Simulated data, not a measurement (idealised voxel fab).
This is a process module. Its name is voxel ribs on slabs.
The width of the displayed cross-section, cut, is 155 nm; its cells are square, with a size of 5 nm.
This document writes a cross-section as a grid whose cells are square, and gives it as bands, listed from the top down; one or more rows of cells form a band.
Basically the band line says how high the top is and how high the bottom is, in nm, and then what's in it from left to right, every material with its width in nm. Empty space shows up as "blank", and if a single material carries "edge to edge" it runs the full band edge to edge.
Note: height 0 marks the level under which the wafer is uniformly one material as received. Lowest band unbounded below, written "from 0 down".
A two-number width, for instance "30..40", indicates that the width is equal to the first number in the top row of the band and to the second number in the bottom row, and that it changes by a constant amount per row of cells.
It should be understood that the words "remained unchanged", when stated for a given step, signify that the cross-section underwent no change in any of its cells during that step.
Look at "Sealed void list" for the closed voids: empty spaces with no open path to the top, sized 8 cells or up. Each is width x height at distance, distance from the left edge, all nm.
Whatever follows a step's settings on its line is a remark the simulator itself makes about that step.
The "overlay nm" setting may appear on a step's line; for a step that uses a mask, it gives how far to the right of its planned position the mask lay, and a negative value indicates the left.
[The following list gives the planned process steps]
| 1 | RECEIVE | material Si |
| 2 | DIRECTIONAL_DEP | material SiO2 | thk nm 20 |
| 3 | DIRECTIONAL_DEP | material polySi | thk nm 25 |
| 4 | MASKED_ETCH | tone cover | mask id RIB | width nm 30 | etch materials polySi | depth nm 20 | overlay nm 0 |
| 5 | DIRECTIONAL_DEP | material aC | thk nm 15 |
| 6 | PATTERN | tone cover | mask id SLAB | material resist | width nm 60 | thk nm 35 | overlay nm 0 |
| 7 | DIRECTIONAL_ETCH | etch materials aC | depth nm 15 |
| 8 | STRIP | etch materials resist |
| 9 | DIRECTIONAL_ETCH | etch materials polySi | depth nm 5 |
| 10 | STRIP | etch materials aC |
| 11 | FILL_DEP | material SiO2 | thk nm 20 |
| 12 | CMP | height nm 60 |
| 13 | DIRECTIONAL_DEP | material W | thk nm 10 |
| 14 | PATTERN | tone cover | mask id HEATER | material resist | width nm 40 | thk nm 15 | overlay nm 0 |
| 15 | DIRECTIONAL_ETCH | etch materials W | depth nm 10 |
| 16 | STRIP | etch materials resist |
| 17 | CONFORMAL_DEP | material SiO2 | thk nm 10 |
[Received-state cross-section, reflecting completion of step 1]
from 0 down  Si edge to edge
Sealed void list: none
[The cross-section shown corresponds to the wafer at the conclusion of the module. The initial structure and the process plan are those presented above; however, one mistake occurred in executing the plan]
from 80 to 70  blank 45, then SiO2 60, then blank 50
from 70 to 60  SiO2 55, then W 40, then SiO2 60
from 60 to 45  SiO2 edge to edge
from 45 to 25  SiO2 60, then polySi 30, then SiO2 65
from 25 to 20  SiO2 55, then polySi 60, then SiO2 40
from 20 to 0  SiO2 edge to edge
from 0 down  Si edge to edge
Sealed void list: none
What was the processing mistake? so step 6 ended up running with a different setting than we planned, it ran as PATTERN | tone cover | mask id SLAB | material resist | width nm 60 | thk nm 35 | overlay nm 10
